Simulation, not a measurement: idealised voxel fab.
process module | voxel self aligned contacts
cross-section cut | 240 nm wide | cells 5 nm
A cross-section is a grid of square cells, given in bands from the top down. A band is one or more rows of cells.
Each band's line starts with the height of the band's top and of its bottom, in nm. Then come its materials from left to right, each with its width in nm. One material with "throughout" fills the band from edge to edge. "air" is empty space.
Height 0 is the level under which the wafer as received is all one material. The lowest band goes on downwards, as in "0 down".
A width such as "30 to 40" changes by the same amount from each row of cells to the next, from the band's top row to its bottom row.
"no change" after a step means that no cell of the cross-section changed.
closed voids: empty space of 8 cells or more with no open way to the top, each as width x height at its distance from the left edge, in nm
after a step's settings: what the simulator itself notes on the step
overlay nm, on a step with a mask: how far to the right of its planned place the mask lay; to the left if negative
plan
1 op RECEIVE | material Si
2 op CONFORMAL_DEP | material SiO2 | thk nm 5
3 op DIRECTIONAL_DEP | material polySi | thk nm 25
4 op DIRECTIONAL_DEP | material SiN | thk nm 20
5 op DIRECTIONAL_DEP | material aC | thk nm 15
6 op PATTERN | tone cover | mask id GATE | material resist | width nm 35 | pitch nm 60 | thk nm 30 | overlay nm 0
7 op DIRECTIONAL_ETCH | etch materials aC | depth nm 15
8 op STRIP | etch materials resist
9 op DIRECTIONAL_ETCH | etch materials SiN | depth nm 20
10 op DIRECTIONAL_ETCH | etch materials polySi | depth nm 25
11 op STRIP | etch materials aC
12 op CONFORMAL_DEP | material SiN | thk nm 5
13 op DIRECTIONAL_ETCH | etch materials SiN | depth nm 5
14 op FILL_DEP | material SiO2 | thk nm 15
15 op CMP | height nm 55
16 op PATTERN | tone open | mask id CONTACT | material resist | width nm 45 | thk nm 15 | overlay nm 0
17 op DIRECTIONAL_ETCH | etch materials SiO2 | depth nm 55
18 op STRIP | etch materials resist
19 op CONFORMAL_DEP | material TiN | thk nm 5
20 op FILL_DEP | material W | thk nm 5
21 op CMP | height nm 55
22 op CONFORMAL_DEP | material SiN | thk nm 5
first wafer, as planned
as received, after step 1
  0 down: Si throughout
  closed voids: none
after step 2
  5 to 0: SiO2 throughout
  below 0: unchanged
after step 3
  30 to 5: polySi throughout
  below 5: unchanged
after step 4
  50 to 30: SiN throughout
  below 30: unchanged
after step 5
  65 to 50: aC throughout
  below 50: unchanged
after step 6
  95 to 65: air 70 | resist 35 | air 25 | resist 35 | air 75
  below 65: unchanged
after step 7
  80 to 65: air 70 | resist 35 | air 25 | resist 35 | air 75
  65 to 50: air 70 | aC 35 | air 25 | aC 35 | air 75
  below 50: unchanged
after step 8
  65 to 50: air 70 | aC 35 | air 25 | aC 35 | air 75
  below 50: unchanged
after step 9
  65 to 50: air 70 | aC 35 | air 25 | aC 35 | air 75
  50 to 30: air 70 | SiN 35 | air 25 | SiN 35 | air 75
  below 30: unchanged
after step 10
  65 to 50: air 70 | aC 35 | air 25 | aC 35 | air 75
  50 to 30: air 70 | SiN 35 | air 25 | SiN 35 | air 75
  30 to 5: air 70 | polySi 35 | air 25 | polySi 35 | air 75
  below 5: unchanged
after step 11
  50 to 30: air 70 | SiN 35 | air 25 | SiN 35 | air 75
  below 30: unchanged
after step 12
  55 to 30: air 65 | SiN 45 | air 15 | SiN 45 | air 70
  30 to 10: air 65 | SiN 5 | polySi 35 | SiN 5 | air 15 | SiN 5 | polySi 35 | SiN 5 | air 70
  10 to 5: SiN 70 | polySi 35 | SiN 25 | polySi 35 | SiN 75
  below 5: unchanged
after step 13
  50 to 30: air 65 | SiN 45 | air 15 | SiN 45 | air 70
  30 to 5: air 65 | SiN 5 | polySi 35 | SiN 5 | air 15 | SiN 5 | polySi 35 | SiN 5 | air 70
  below 5: unchanged
after step 14
  65 to 50: SiO2 throughout
  50 to 30: SiO2 65 | SiN 45 | SiO2 15 | SiN 45 | SiO2 70
  30 to 5: SiO2 65 | SiN 5 | polySi 35 | SiN 5 | SiO2 15 | SiN 5 | polySi 35 | SiN 5 | SiO2 70
  below 5: unchanged
after step 15
  55 to 50: SiO2 throughout
  below 50: unchanged
after step 16
  70 to 55: resist 95 | air 45 | resist 100
  below 55: unchanged
after step 17
  70 to 55: resist 95 | air 45 | resist 100
  55 to 50: SiO2 95 | air 45 | SiO2 100
  50 to 30: SiO2 65 | SiN 45 | air 15 | SiN 45 | SiO2 70
  30 to 5: SiO2 65 | SiN 5 | polySi 35 | SiN 5 | air 15 | SiN 5 | polySi 35 | SiN 5 | SiO2 70
  5 to 0: SiO2 110 | air 15 | SiO2 115
  below 0: unchanged
after step 18
  55 to 50: SiO2 95 | air 45 | SiO2 100
  below 50: unchanged
after step 19
  60 to 55: TiN 100 | air 35 | TiN 105
  55 to 50: SiO2 95 | TiN 20 | air 5 | TiN 20 | SiO2 100
  50 to 30: SiO2 65 | SiN 45 | TiN 5 | air 5 | TiN 5 | SiN 45 | SiO2 70
  30 to 5: SiO2 65 | SiN 5 | polySi 35 | SiN 5 | TiN 5 | air 5 | TiN 5 | SiN 5 | polySi 35 | SiN 5 | SiO2 70
  5 to 0: SiO2 110 | TiN 15 | SiO2 115
  below 0: unchanged
after step 20
  65 to 60: W throughout
  60 to 55: TiN 100 | W 35 | TiN 105
  55 to 50: SiO2 95 | TiN 20 | W 5 | TiN 20 | SiO2 100
  50 to 30: SiO2 65 | SiN 45 | TiN 5 | W 5 | TiN 5 | SiN 45 | SiO2 70
  30 to 5: SiO2 65 | SiN 5 | polySi 35 | SiN 5 | TiN 5 | W 5 | TiN 5 | SiN 5 | polySi 35 | SiN 5 | SiO2 70
  below 5: unchanged
after step 21
  55 to 50: SiO2 95 | TiN 20 | W 5 | TiN 20 | SiO2 100
  below 50: unchanged
after step 22
  60 to 55: SiN throughout
  below 55: unchanged
second wafer: like start, like plan, one mistake. Through step 2 it matches the first wafer
when step 3 should have ended
  25 to 5: SiN throughout
  below 5: unchanged
when step 4 should have ended
  50 to 25: polySi throughout
  below 25: unchanged
when step 5 should have ended
  65 to 50: aC throughout
  below 50: unchanged
when step 6 should have ended
  95 to 65: air 70 | resist 35 | air 25 | resist 35 | air 75
  below 65: unchanged
when step 7 should have ended
  80 to 65: air 70 | resist 35 | air 25 | resist 35 | air 75
  65 to 50: air 70 | aC 35 | air 25 | aC 35 | air 75
  below 50: unchanged
when step 8 should have ended
  65 to 50: air 70 | aC 35 | air 25 | aC 35 | air 75
  below 50: unchanged
when step 9 should have ended: no change
when step 10 should have ended
  65 to 50: air 70 | aC 35 | air 25 | aC 35 | air 75
  50 to 25: air 70 | polySi 35 | air 25 | polySi 35 | air 75
  below 25: unchanged
when step 11 should have ended
  50 to 25: air 70 | polySi 35 | air 25 | polySi 35 | air 75
  below 25: unchanged
when step 12 should have ended
  55 to 50: air 65 | SiN 45 | air 15 | SiN 45 | air 70
  50 to 30: air 65 | SiN 5 | polySi 35 | SiN 5 | air 15 | SiN 5 | polySi 35 | SiN 5 | air 70
  30 to 25: SiN 70 | polySi 35 | SiN 25 | polySi 35 | SiN 75
  below 25: unchanged
when step 13 should have ended
  50 to 25: air 65 | SiN 5 | polySi 35 | SiN 5 | air 15 | SiN 5 | polySi 35 | SiN 5 | air 70
  below 25: unchanged
when step 14 should have ended
  65 to 50: SiO2 throughout
  50 to 25: SiO2 65 | SiN 5 | polySi 35 | SiN 5 | SiO2 15 | SiN 5 | polySi 35 | SiN 5 | SiO2 70
  below 25: unchanged
when step 15 should have ended
  55 to 50: SiO2 throughout
  below 50: unchanged
when step 16 should have ended
  70 to 55: resist 95 | air 45 | resist 100
  below 55: unchanged
when step 17 should have ended
  70 to 55: resist 95 | air 45 | resist 100
  55 to 50: SiO2 95 | air 45 | SiO2 100
  50 to 25: SiO2 65 | SiN 5 | polySi 35 | SiN 5 | air 15 | SiN 5 | polySi 35 | SiN 5 | SiO2 70
  below 25: unchanged
when step 18 should have ended
  55 to 50: SiO2 95 | air 45 | SiO2 100
  below 50: unchanged
when step 19 should have ended
  60 to 55: TiN 100 | air 35 | TiN 105
  55 to 50: SiO2 95 | TiN 20 | air 5 | TiN 20 | SiO2 100
  50 to 30: SiO2 65 | SiN 5 | polySi 35 | SiN 5 | TiN 5 | air 5 | TiN 5 | SiN 5 | polySi 35 | SiN 5 | SiO2 70
  30 to 25: SiO2 65 | SiN 5 | polySi 35 | SiN 5 | TiN 15 | SiN 5 | polySi 35 | SiN 5 | SiO2 70
  below 25: unchanged
when step 20 should have ended
  65 to 60: W throughout
  60 to 55: TiN 100 | W 35 | TiN 105
  55 to 50: SiO2 95 | TiN 20 | W 5 | TiN 20 | SiO2 100
  50 to 30: SiO2 65 | SiN 5 | polySi 35 | SiN 5 | TiN 5 | W 5 | TiN 5 | SiN 5 | polySi 35 | SiN 5 | SiO2 70
  below 30: unchanged
when step 21 should have ended
  55 to 50: SiO2 95 | TiN 20 | W 5 | TiN 20 | SiO2 100
  below 50: unchanged
when step 22 should have ended
  60 to 55: SiN throughout
  below 55: unchanged
what went wrong: steps 3 and 4 were swapped
at the end the second wafer has, in cells: 120 more of SiN | 105 fewer of SiO2 | 10 fewer of TiN | 5 fewer of W
